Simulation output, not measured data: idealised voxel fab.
Herein follows the process module entitled voxel wiring stack.
We display cut, a cross-section 280 nm in width whose square cells are each 5 nm.
Bands, listed from the top down, are how a cross-section gets written in this document; the cross-section itself is a grid of square cells, and a band is one or more rows of them. First you get the band's top height and its bottom height, in nm, and then the materials it's made of, left to right, with each width in nm. If you see a single material with "throughout", that one covers the band edge to edge. "empty" is empty space. Beneath 0, the wafer as received is one material, and that level is where height counting begins. The lowest band goes on downward without a bottom; it is written like "0 down". A width such as "30->40" changes by the same amount from each row of cells to the next, from the band's top row to its bottom row. It should be understood that the words "nothing altered", when stated for a given step, signify that the cross-section underwent no change in any of its cells during that step. The entry "Enclosed internal cavities" lists the empty spaces that cover at least 8 cells and have no open path to the top. Each is written as width x height at distance, where the distance is measured from the left edge and all three values are in nm. Step line, after settings: the simulator's comment on this step. overlay nm: for a step with a mask, the amount by which the mask lay right of where it was planned; a negative amount means left of it.

-- Planned step list for the process
- 1: RECEIVE [material Si]
- 2: CONFORMAL_DEP [material SiO2] [thk nm 10]
- 3: CONFORMAL_DEP [material SiN] [thk nm 5]
- 4: DIRECTIONAL_DEP [material lowk] [thk nm 25]
- 5: PATTERN [tone open] [mask id METAL_1] [material resist] [width nm 25] [pitch nm 40] [thk nm 20] [overlay nm 0]
- 6: DIRECTIONAL_ETCH [etch materials lowk] [depth nm 25]
- 7: DIRECTIONAL_ETCH [etch materials SiN] [depth nm 5]
- 8: STRIP [etch materials resist]
- 9: CONFORMAL_DEP [material TiN] [thk nm 5]
- 10: FILL_DEP [material W] [thk nm 5]
- 11: CMP [height nm 40]
- 12: CONFORMAL_DEP [material SiCN] [thk nm 5]
- 13: DIRECTIONAL_DEP [material SiO2] [thk nm 30]
- 14: PATTERN [tone open] [mask id METAL_2_HOLES] [material resist] [width nm 15] [pitch nm 40] [thk nm 20] [overlay nm 0]
- 15: DIRECTIONAL_ETCH [etch materials SiO2] [depth nm 30]
- 16: STRIP [etch materials resist]
- 17: DIRECTIONAL_DEP [material aC] [thk nm 15]
- 18: PATTERN [tone open] [mask id METAL_2] [material resist] [width nm 25] [pitch nm 40] [thk nm 30] [overlay nm 0]
- 19: DIRECTIONAL_ETCH [etch materials aC] [depth nm 15]
- 20: STRIP [etch materials resist]
- 21: DIRECTIONAL_ETCH [etch materials SiO2] [depth nm 15]
- 22: DIRECTIONAL_ETCH [etch materials SiCN] [depth nm 5]
- 23: STRIP [etch materials aC]
- 24: CONFORMAL_DEP [material TiN] [thk nm 5]
- 25: FILL_DEP [material Cu] [thk nm 10]
- 26: CMP [height nm 75]
- 27: CONFORMAL_DEP [material SiCN] [thk nm 5]
- 28: DIRECTIONAL_DEP [material lowk] [thk nm 25]
- 29: PATTERN [tone open] [mask id METAL_3_HOLES] [material resist] [width nm 15] [pitch nm 40] [thk nm 20] [overlay nm 0]
- 30: DIRECTIONAL_ETCH [etch materials lowk] [depth nm 25]
- 31: STRIP [etch materials resist]
- 32: DIRECTIONAL_DEP [material aC] [thk nm 10]
- 33: PATTERN [tone open] [mask id METAL_3] [material resist] [width nm 25] [pitch nm 40] [thk nm 30] [overlay nm 0]
- 34: DIRECTIONAL_ETCH [etch materials aC] [depth nm 10]
- 35: STRIP [etch materials resist]
- 36: DIRECTIONAL_ETCH [etch materials lowk] [depth nm 15]
- 37: DIRECTIONAL_ETCH [etch materials SiCN] [depth nm 5]
- 38: STRIP [etch materials aC]
- 39: CONFORMAL_DEP [material TiN] [thk nm 5]
- 40: FILL_DEP [material Cu] [thk nm 10]
- 41: CMP [height nm 105]
- 42: CONFORMAL_DEP [material SiCN] [thk nm 5]

-- Here's what the wafer looked like in cross-section when it arrived - that's after step 1
  0 down | Si throughout
  Enclosed internal cavities: none

-- Result of the module, cross-sectioned: start per above, plan per above, one error in how it was run
  110 to 105 | SiCN throughout
  105 to 95 | 65 of lowk  5 of SiCN  15 of Cu  5 of SiCN  15 of lowk  5 of SiCN  15 of Cu  5 of SiCN  15 of lowk  5 of SiCN  15 of Cu  5 of SiCN  15 of lowk  5 of SiCN  15 of Cu  5 of SiCN  70 of lowk
  95 to 90 | 65 of lowk  5 of SiCN  5 of Cu  15 of SiCN  15 of lowk  5 of SiCN  5 of Cu  15 of SiCN  15 of lowk  5 of SiCN  5 of Cu  15 of SiCN  15 of lowk  5 of SiCN  5 of Cu  15 of SiCN  70 of lowk
  90 to 80 | 65 of lowk  5 of SiCN  5 of Cu  5 of SiCN  25 of lowk  5 of SiCN  5 of Cu  5 of SiCN  25 of lowk  5 of SiCN  5 of Cu  5 of SiCN  25 of lowk  5 of SiCN  5 of Cu  5 of SiCN  80 of lowk
  80 to 75 | SiCN throughout
  75 to 65 | 65 of SiO2  5 of TiN  15 of Cu  5 of TiN  15 of SiO2  5 of TiN  15 of Cu  5 of TiN  15 of SiO2  5 of TiN  15 of Cu  5 of TiN  15 of SiO2  5 of TiN  15 of Cu  5 of TiN  70 of SiO2
  65 to 60 | 65 of SiO2  5 of TiN  5 of Cu  15 of TiN  15 of SiO2  5 of TiN  5 of Cu  15 of TiN  15 of SiO2  5 of TiN  5 of Cu  15 of TiN  15 of SiO2  5 of TiN  5 of Cu  15 of TiN  70 of SiO2
  60 to 45 | 65 of SiO2  5 of TiN  5 of Cu  5 of TiN  25 of SiO2  5 of TiN  5 of Cu  5 of TiN  25 of SiO2  5 of TiN  5 of Cu  5 of TiN  25 of SiO2  5 of TiN  5 of Cu  5 of TiN  80 of SiO2
  45 to 40 | 65 of SiCN  15 of TiN  25 of SiCN  15 of TiN  25 of SiCN  15 of TiN  25 of SiCN  15 of TiN  80 of SiCN
  40 to 15 | 65 of lowk  5 of TiN  15 of W  5 of TiN  15 of lowk  5 of TiN  15 of W  5 of TiN  15 of lowk  5 of TiN  15 of W  5 of TiN  15 of lowk  5 of TiN  15 of W  5 of TiN  70 of lowk
  15 to 10 | 65 of SiN  25 of TiN  15 of SiN  25 of TiN  15 of SiN  25 of TiN  15 of SiN  25 of TiN  70 of SiN
  10 to 0 | SiO2 throughout
  0 down | Si throughout
  Enclosed internal cavities: none
Processing error: step 39, actual vs plan mismatch, actual run CONFORMAL_DEP [material SiCN] [thk nm 5]
